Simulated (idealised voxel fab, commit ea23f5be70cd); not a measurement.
process module | voxel capacitor over wiring
cross-section cut | 220 nm wide | cells 5 nm
A cross-section is a grid of square cells, given in bands from the top down. A band is one or more rows of cells.
Each band's line starts with the height of the band's top and of its bottom, in nm. Then come its materials from left to right, each with its width in nm. One material with "throughout" fills the band from edge to edge. "air" is empty space.
Height 0 is the level under which the wafer as received is all one material. The lowest band goes on downwards, as in "0 down".
A width such as "30 to 40" changes by the same amount from each row of cells to the next, from the band's top row to its bottom row.
"no change" after a step means that no cell of the cross-section changed.
closed voids: empty space of 8 cells or more with no open way to the top, each as width x height at its distance from the left edge, in nm
after a step's settings: what the simulator itself notes on the step
overlay nm, on a step with a mask: how far to the right of its planned place the mask lay; to the left if negative
plan
1 op RECEIVE | material Si
2 op CONFORMAL_DEP | material SiO2 | thk nm 10
3 op CONFORMAL_DEP | material SiCN | thk nm 5
4 op DIRECTIONAL_DEP | material lowk | thk nm 20
5 op DIRECTIONAL_DEP | material aC | thk nm 15
6 op PATTERN | tone open | mask id METAL_1 | material resist | width nm 30 | pitch nm 90 | thk nm 30 | overlay nm 0
7 op DIRECTIONAL_ETCH | etch materials aC | depth nm 15
8 op STRIP | etch materials resist
9 op DIRECTIONAL_ETCH | etch materials lowk | depth nm 20
10 op DIRECTIONAL_ETCH | etch materials SiCN | depth nm 5
11 op STRIP | etch materials aC
12 op CONFORMAL_DEP | material TiN | thk nm 5
13 op FILL_DEP | material Cu | thk nm 10
14 op CMP | height nm 35
15 op CONFORMAL_DEP | material SiCN | thk nm 5
16 op DIRECTIONAL_DEP | material lowk | thk nm 10
17 op PATTERN | tone open | mask id PLUG_1 | material resist | width nm 15 | thk nm 15 | overlay nm 0
18 op DIRECTIONAL_ETCH | etch materials lowk | depth nm 10
19 op DIRECTIONAL_ETCH | etch materials SiCN | depth nm 5
20 op STRIP | etch materials resist
21 op CONFORMAL_DEP | material TiN | thk nm 5
22 op FILL_DEP | material Ru | thk nm 5
23 op CMP | height nm 50
24 op DIRECTIONAL_DEP | material TiN | thk nm 10
25 op DIRECTIONAL_DEP | material SiN | thk nm 5
26 op DIRECTIONAL_DEP | material TiN | thk nm 10
27 op DIRECTIONAL_DEP | material aC | thk nm 15
28 op PATTERN | tone cover | mask id UPPER_PLATE | material resist | width nm 65 | thk nm 35 | overlay nm 0
29 op DIRECTIONAL_ETCH | etch materials aC | depth nm 15
30 op STRIP | etch materials resist
31 op DIRECTIONAL_ETCH | etch materials TiN | depth nm 10
32 op DIRECTIONAL_ETCH | etch materials SiN | depth nm 5
33 op STRIP | etch materials aC
34 op PATTERN | tone cover | mask id LOWER_PLATE | material resist | width nm 75 | thk nm 20 | overlay nm 0
35 op DIRECTIONAL_ETCH | etch materials TiN | depth nm 10
36 op STRIP | etch materials resist
37 op FILL_DEP | material SiO2 | thk nm 15
38 op CMP | height nm 85
39 op DIRECTIONAL_DEP | material aC | thk nm 15
40 op PATTERN | tone open | mask id PLUG_2 | material resist | width nm 15 | thk nm 30 | overlay nm 0
41 op DIRECTIONAL_ETCH | etch materials aC | depth nm 15
42 op STRIP | etch materials resist
43 op DIRECTIONAL_ETCH | etch materials SiO2 | depth nm 10
44 op STRIP | etch materials aC
45 op CONFORMAL_DEP | material TiN | thk nm 5
46 op FILL_DEP | material Ru | thk nm 10
47 op CMP | height nm 85
48 op CONFORMAL_DEP | material SiN | thk nm 5
as received, after step 1
  0 down: Si throughout
  closed voids: none
first wafer at the end, as planned
  90 to 85: SiN throughout
  85 to 80: SiO2 75 | TiN 5 | Ru 5 | TiN 5 | SiO2 130
  80 to 75: SiO2 75 | TiN 15 | SiO2 130
  75 to 65: SiO2 65 | TiN 65 | SiO2 90
  65 to 60: SiO2 65 | SiN 65 | SiO2 90
  60 to 50: SiO2 60 | TiN 75 | SiO2 85
  50 to 40: lowk 65 | TiN 5 | Ru 5 | TiN 5 | lowk 140
  40 to 35: SiCN 65 | TiN 15 | SiCN 140
  35 to 15: lowk 50 | TiN 5 | Cu 20 | TiN 5 | lowk 60 | TiN 5 | Cu 20 | TiN 5 | lowk 50
  15 to 10: SiCN 50 | TiN 30 | SiCN 60 | TiN 30 | SiCN 50
  10 to 0: SiO2 throughout
  0 down: Si throughout
  closed voids: none
second wafer at the end: like start, like plan, one mistake
  90 to 85: SiN throughout
  85 to 80: SiO2 75 | TiN 5 | Ru 5 | TiN 5 | SiO2 130
  80 to 75: SiO2 75 | TiN 15 | SiO2 130
  75 to 65: SiO2 65 | TiN 65 | SiO2 90
  65 to 60: SiO2 65 | SiN 65 | SiO2 90
  60 to 50: SiO2 60 | TiN 80 | SiO2 80
  50 to 40: lowk 65 | TiN 5 | Ru 5 | TiN 5 | lowk 140
  40 to 35: SiCN 65 | TiN 15 | SiCN 140
  35 to 15: lowk 50 | TiN 5 | Cu 20 | TiN 5 | lowk 60 | TiN 5 | Cu 20 | TiN 5 | lowk 50
  15 to 10: SiCN 50 | TiN 30 | SiCN 60 | TiN 30 | SiCN 50
  10 to 0: SiO2 throughout
  0 down: Si throughout
  closed voids: none
what went wrong: step 34 ran as: op PATTERN | tone cover | mask id LOWER_PLATE | material resist | width nm 80 | thk nm 20 | overlay nm 0
at the end the second wafer has, in cells: 2 fewer of SiO2 | 2 more of TiN
